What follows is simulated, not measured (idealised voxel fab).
A process module follows: voxel self aligned vias.
The cross-section shown here is cut; it is 190 nm wide and divided into square cells measuring 5 nm on a side.
Just so we're on the same page, the cross-sections are grids of square cells, and they're listed out in bands top to bottom, each band one or more rows deep. Within each band entry, the heights of the top and of the bottom of the band appear first, in that order and in nm; the materials of the band then follow from left to right, each with its corresponding width in nm. The designation "edge to edge" on a single material indicates that it fills the band from edge to edge; the designation "air" indicates empty space. Beneath 0, the wafer as received is one material, and that level is where height counting begins. The lowest band goes on downward without a bottom; it is written like "top 0, no bottom". Read "30..40" as a graded width: first number on top, second number at the bottom, same change between each pair of neighbouring rows. Take "remains unaltered" at face value: in the step it is given for, the cross-section changed in none of its cells. Empty spaces without an open route to the top, at least 8 cells in extent, make up the entry "Closed void roster"; each is given as width x height at distance, where the distance is measured from the left edge, and all are in nm. What comes after the settings on a step's line is commentary from the simulator itself on that step. overlay nm: on a step with a mask, how far right of its planned place the mask lay; negative means left.
INTENDED PROCESS STEPS
1: RECEIVE with material Si
2: CONFORMAL_DEP with material SiO2, thk nm 15
3: CONFORMAL_DEP with material SiCN, thk nm 5
4: DIRECTIONAL_DEP with material lowk, thk nm 20
5: MASKED_ETCH with tone open, mask id LINES, width nm 25, pitch nm 70, etch materials lowk, depth nm 20, overlay nm 0
6: CONFORMAL_DEP with material TiN, thk nm 5
7: FILL_DEP with material W, thk nm 5
8: CMP with height nm 40
9: SELECTIVE_ETCH with etch materials W Ru TiN, depth nm 5
10: FILL_DEP with material SiN, thk nm 10
11: CMP with height nm 40
12: DIRECTIONAL_DEP with material lowk, thk nm 5
13: DIRECTIONAL_DEP with material aC, thk nm 10
14: PATTERN with tone open, mask id VIAS, material resist, width nm 45, thk nm 25, overlay nm 0
15: DIRECTIONAL_ETCH with etch materials aC, depth nm 10
16: STRIP with etch materials resist
17: DIRECTIONAL_ETCH with etch materials lowk, depth nm 15
18: DIRECTIONAL_ETCH with etch materials SiN, depth nm 5
19: STRIP with etch materials aC
20: CONFORMAL_DEP with material TiN, thk nm 5
21: FILL_DEP with material Cu, thk nm 10
22: CMP with height nm 55
23: CONFORMAL_DEP with material SiN, thk nm 5
Wafer-to-wafer difference: thk nm, step 12. Common start. Plan = first wafer's value.
CROSS-SECTION OF THE FIRST OF SEVERAL WAFERS ON RECEIPT, REFLECTING COMPLETION OF STEP 1
- top 0, no bottom: Si edge to edge
- Closed void roster: none
EACH ROW BELOW IS A WAFER AT THE END OF THE MODULE, LISTING FOR EVERY MATERIAL THE NUMBER OF CELLS IT HAS GAINED (+) OR LOST (-) SINCE IT WAS RECEIVED, FOLLOWED BY ITS CLOSED VOIDS
thk nm 5, +52 Cu, +38 SiCN, +43 SiN, +114 SiO2, +64 TiN, +12 W, +133 lowk, Closed void roster: none
thk nm 10, +21 Cu, +38 SiCN, +43 SiN, +114 SiO2, +62 TiN, +12 W, +166 lowk, Closed void roster: none
thk nm 15, +17 Cu, +38 SiCN, +43 SiN, +114 SiO2, +33 TiN, +12 W, +199 lowk, Closed void roster: none
thk nm 20, +7 Cu, +38 SiCN, +48 SiN, +114 SiO2, +29 TiN, +12 W, +208 lowk, Closed void roster: none
thk nm 25, +38 SiCN, +48 SiN, +114 SiO2, +27 TiN, +12 W, +217 lowk, Closed void roster: none
thk nm 30, +38 SiCN, +48 SiN, +114 SiO2, +18 TiN, +12 W, +226 lowk, Closed void roster: none
